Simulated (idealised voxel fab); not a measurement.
process module | voxel gate over fins
cross-section cut | 260 nm wide | cells 5 nm
A cross-section is a grid of square cells, given in bands from the top down. A band is one or more rows of cells.
Each band's line starts with the height of the band's top and of its bottom, in nm. Then come its materials from left to right, each with its width in nm. One material with "throughout" fills the band from edge to edge. "air" is empty space.
Height 0 is the level under which the wafer as received is all one material. The lowest band goes on downwards, as in "0 down".
A width such as "30 to 40" changes by the same amount from each row of cells to the next, from the band's top row to its bottom row.
"no change" after a step means that no cell of the cross-section changed.
closed voids: empty space of 8 cells or more with no open way to the top, each as width x height at its distance from the left edge, in nm
after a step's settings: what the simulator itself notes on the step
overlay nm, on a step with a mask: how far to the right of its planned place the mask lay; to the left if negative
plan
1 op RECEIVE | material Si
2 op CONFORMAL_DEP | material SiN | thk nm 5
3 op MASKED_ETCH | tone cover | mask id FINS | width nm 15 | pitch nm 60 | etch materials SiN | depth nm 5 | overlay nm 0
4 op MASKED_ETCH | tone cover | mask id FINS | width nm 15 | pitch nm 60 | etch materials Si | depth nm 35 | overlay nm 0
5 op OXIDIZE | depth nm 5
6 op FILL_DEP | material SiO2 | thk nm 5
7 op CMP | height nm 5
8 op MASKED_ETCH | tone open | mask id RAIL | width nm 15 | etch materials SiO2 | depth nm 35 | overlay nm 0
9 op CONFORMAL_DEP | material TiN | thk nm 5
10 op FILL_DEP | material Ru | thk nm 10
11 op CMP | height nm 5
12 op SELECTIVE_ETCH | etch materials W Ru TiN | depth nm 20
13 op FILL_DEP | material SiO2 | thk nm 5
14 op CMP | height nm 5
15 op SELECTIVE_ETCH | etch materials SiO2 | depth nm 15
16 op STRIP | etch materials SiN
17 op CONFORMAL_DEP | material HfO2 | thk nm 5
18 op CONFORMAL_DEP | material TiN | thk nm 5
19 op FILL_DEP | material W | thk nm 15
20 op CMP | height nm 20
21 op CONFORMAL_DEP | material SiN | thk nm 10
first wafer, as planned
as received, after step 1
  0 down: Si throughout
  closed voids: none
after step 2
  5 to 0: SiN throughout
  below 0: unchanged
after step 3
  5 to 0: air 60 | SiN 15 | air 45 | SiN 15 | air 45 | SiN 15 | air 65
  below 0: unchanged
after step 4
  5 to 0: air 60 | SiN 15 | air 45 | SiN 15 | air 45 | SiN 15 | air 65
  0 to -35: air 60 | Si 15 | air 45 | Si 15 | air 45 | Si 15 | air 65
  below -35: unchanged
after step 5
  5 to 0: air 60 | SiN 15 | air 45 | SiN 15 | air 45 | SiN 15 | air 65
  0 to -35: air 60 | SiO2 5 | Si 5 | SiO2 5 | air 45 | SiO2 5 | Si 5 | SiO2 5 | air 45 | SiO2 5 | Si 5 | SiO2 5 | air 65
  -35 to -40: SiO2 65 | Si 5 | SiO2 55 | Si 5 | SiO2 55 | Si 5 | SiO2 70
  below -40: unchanged
after step 6
  10 to 5: SiO2 throughout
  5 to 0: SiO2 60 | SiN 15 | SiO2 45 | SiN 15 | SiO2 45 | SiN 15 | SiO2 65
  0 to -40: SiO2 65 | Si 5 | SiO2 55 | Si 5 | SiO2 55 | Si 5 | SiO2 70
  below -40: unchanged
after step 7
  5 to 0: SiO2 60 | SiN 15 | SiO2 45 | SiN 15 | SiO2 45 | SiN 15 | SiO2 65
  below 0: unchanged
after step 8
  5 to 0: SiO2 60 | SiN 15 | SiO2 15 | air 15 | SiO2 15 | SiN 15 | SiO2 45 | SiN 15 | SiO2 65
  0 to -30: SiO2 65 | Si 5 | SiO2 20 | air 15 | SiO2 20 | Si 5 | SiO2 55 | Si 5 | SiO2 70
  below -30: unchanged
after step 9
  10 to 5: TiN 95 | air 5 | TiN 160
  5 to 0: SiO2 60 | SiN 15 | SiO2 15 | TiN 5 | air 5 | TiN 5 | SiO2 15 | SiN 15 | SiO2 45 | SiN 15 | SiO2 65
  0 to -25: SiO2 65 | Si 5 | SiO2 20 | TiN 5 | air 5 | TiN 5 | SiO2 20 | Si 5 | SiO2 55 | Si 5 | SiO2 70
  -25 to -30: SiO2 65 | Si 5 | SiO2 20 | TiN 15 | SiO2 20 | Si 5 | SiO2 55 | Si 5 | SiO2 70
  below -30: unchanged
after step 10
  20 to 10: Ru throughout
  10 to 5: TiN 95 | Ru 5 | TiN 160
  5 to 0: SiO2 60 | SiN 15 | SiO2 15 | TiN 5 | Ru 5 | TiN 5 | SiO2 15 | SiN 15 | SiO2 45 | SiN 15 | SiO2 65
  0 to -25: SiO2 65 | Si 5 | SiO2 20 | TiN 5 | Ru 5 | TiN 5 | SiO2 20 | Si 5 | SiO2 55 | Si 5 | SiO2 70
  below -25: unchanged
after step 11
  5 to 0: SiO2 60 | SiN 15 | SiO2 15 | TiN 5 | Ru 5 | TiN 5 | SiO2 15 | SiN 15 | SiO2 45 | SiN 15 | SiO2 65
  below 0: unchanged
after step 12
  5 to 0: SiO2 60 | SiN 15 | SiO2 15 | air 15 | SiO2 15 | SiN 15 | SiO2 45 | SiN 15 | SiO2 65
  0 to -15: SiO2 65 | Si 5 | SiO2 20 | air 15 | SiO2 20 | Si 5 | SiO2 55 | Si 5 | SiO2 70
  below -15: unchanged
after step 13
  10 to 5: SiO2 throughout
  5 to 0: SiO2 60 | SiN 15 | SiO2 45 | SiN 15 | SiO2 45 | SiN 15 | SiO2 65
  0 to -15: SiO2 65 | Si 5 | SiO2 55 | Si 5 | SiO2 55 | Si 5 | SiO2 70
  below -15: unchanged
after step 14
  5 to 0: SiO2 60 | SiN 15 | SiO2 45 | SiN 15 | SiO2 45 | SiN 15 | SiO2 65
  below 0: unchanged
after step 15
  5 to 0: air 60 | SiN 15 | air 45 | SiN 15 | air 45 | SiN 15 | air 65
  0 to -10: air 65 | Si 5 | air 55 | Si 5 | air 55 | Si 5 | air 70
  below -10: unchanged
after step 16
  0 to -10: air 65 | Si 5 | air 55 | Si 5 | air 55 | Si 5 | air 70
  below -10: unchanged
after step 17
  5 to 0: air 60 | HfO2 15 | air 45 | HfO2 15 | air 45 | HfO2 15 | air 65
  0 to -5: air 60 | HfO2 5 | Si 5 | HfO2 5 | air 45 | HfO2 5 | Si 5 | HfO2 5 | air 45 | HfO2 5 | Si 5 | HfO2 5 | air 65
  -5 to -10: HfO2 65 | Si 5 | HfO2 55 | Si 5 | HfO2 55 | Si 5 | HfO2 70
  below -10: unchanged
after step 18
  10 to 5: air 55 | TiN 25 | air 35 | TiN 25 | air 35 | TiN 25 | air 60
  5 to 0: air 55 | TiN 5 | HfO2 15 | TiN 5 | air 35 | TiN 5 | HfO2 15 | TiN 5 | air 35 | TiN 5 | HfO2 15 | TiN 5 | air 60
  0 to -5: TiN 60 | HfO2 5 | Si 5 | HfO2 5 | TiN 45 | HfO2 5 | Si 5 | HfO2 5 | TiN 45 | HfO2 5 | Si 5 | HfO2 5 | TiN 65
  below -5: unchanged
after step 19
  25 to 10: W throughout
  10 to 5: W 55 | TiN 25 | W 35 | TiN 25 | W 35 | TiN 25 | W 60
  5 to 0: W 55 | TiN 5 | HfO2 15 | TiN 5 | W 35 | TiN 5 | HfO2 15 | TiN 5 | W 35 | TiN 5 | HfO2 15 | TiN 5 | W 60
  below 0: unchanged
after step 20
  20 to 10: W throughout
  below 10: unchanged
after step 21
  30 to 20: SiN throughout
  below 20: unchanged
second wafer: like start, like plan, one mistake. Through step 10 it matches the first wafer
when step 11 should have ended: no change
when step 12 should have ended
  5 to 0: SiO2 60 | SiN 15 | SiO2 15 | air 15 | SiO2 15 | SiN 15 | SiO2 45 | SiN 15 | SiO2 65
  below 0: unchanged
when step 13 should have ended
  10 to 5: SiO2 throughout
  5 to 0: SiO2 60 | SiN 15 | SiO2 45 | SiN 15 | SiO2 45 | SiN 15 | SiO2 65
  below 0: unchanged
when step 14 should have ended
  5 to 0: SiO2 60 | SiN 15 | SiO2 45 | SiN 15 | SiO2 45 | SiN 15 | SiO2 65
  below 0: unchanged
when step 15 should have ended
  5 to 0: air 60 | SiN 15 | air 45 | SiN 15 | air 45 | SiN 15 | air 65
  0 to -10: air 65 | Si 5 | air 20 | TiN 5 | Ru 5 | TiN 5 | air 20 | Si 5 | air 55 | Si 5 | air 70
  below -10: unchanged
when step 16 should have ended
  0 to -10: air 65 | Si 5 | air 20 | TiN 5 | Ru 5 | TiN 5 | air 20 | Si 5 | air 55 | Si 5 | air 70
  below -10: unchanged
when step 17 should have ended
  5 to 0: air 60 | HfO2 15 | air 10 | HfO2 25 | air 10 | HfO2 15 | air 45 | HfO2 15 | air 65
  0 to -5: air 60 | HfO2 5 | Si 5 | HfO2 5 | air 10 | HfO2 5 | TiN 5 | Ru 5 | TiN 5 | HfO2 5 | air 10 | HfO2 5 | Si 5 | HfO2 5 | air 45 | HfO2 5 | Si 5 | HfO2 5 | air 65
  -5 to -10: HfO2 65 | Si 5 | HfO2 20 | TiN 5 | Ru 5 | TiN 5 | HfO2 20 | Si 5 | HfO2 55 | Si 5 | HfO2 70
  below -10: unchanged
when step 18 should have ended
  10 to 5: air 55 | TiN 85 | air 35 | TiN 25 | air 60
  5 to 0: air 55 | TiN 5 | HfO2 15 | TiN 10 | HfO2 25 | TiN 10 | HfO2 15 | TiN 5 | air 35 | TiN 5 | HfO2 15 | TiN 5 | air 60
  0 to -5: TiN 60 | HfO2 5 | Si 5 | HfO2 5 | TiN 10 | HfO2 5 | TiN 5 | Ru 5 | TiN 5 | HfO2 5 | TiN 10 | HfO2 5 | Si 5 | HfO2 5 | TiN 45 | HfO2 5 | Si 5 | HfO2 5 | TiN 65
  below -5: unchanged
when step 19 should have ended
  25 to 10: W throughout
  10 to 5: W 55 | TiN 85 | W 35 | TiN 25 | W 60
  5 to 0: W 55 | TiN 5 | HfO2 15 | TiN 10 | HfO2 25 | TiN 10 | HfO2 15 | TiN 5 | W 35 | TiN 5 | HfO2 15 | TiN 5 | W 60
  below 0: unchanged
when step 20 should have ended
  20 to 10: W throughout
  below 10: unchanged
when step 21 should have ended
  30 to 20: SiN throughout
  below 20: unchanged
what went wrong: step 11 was left out
at the end the second wafer has, in cells: 4 more of HfO2 | 3 more of Ru | 3 fewer of SiO2 | 10 more of TiN | 14 fewer of W
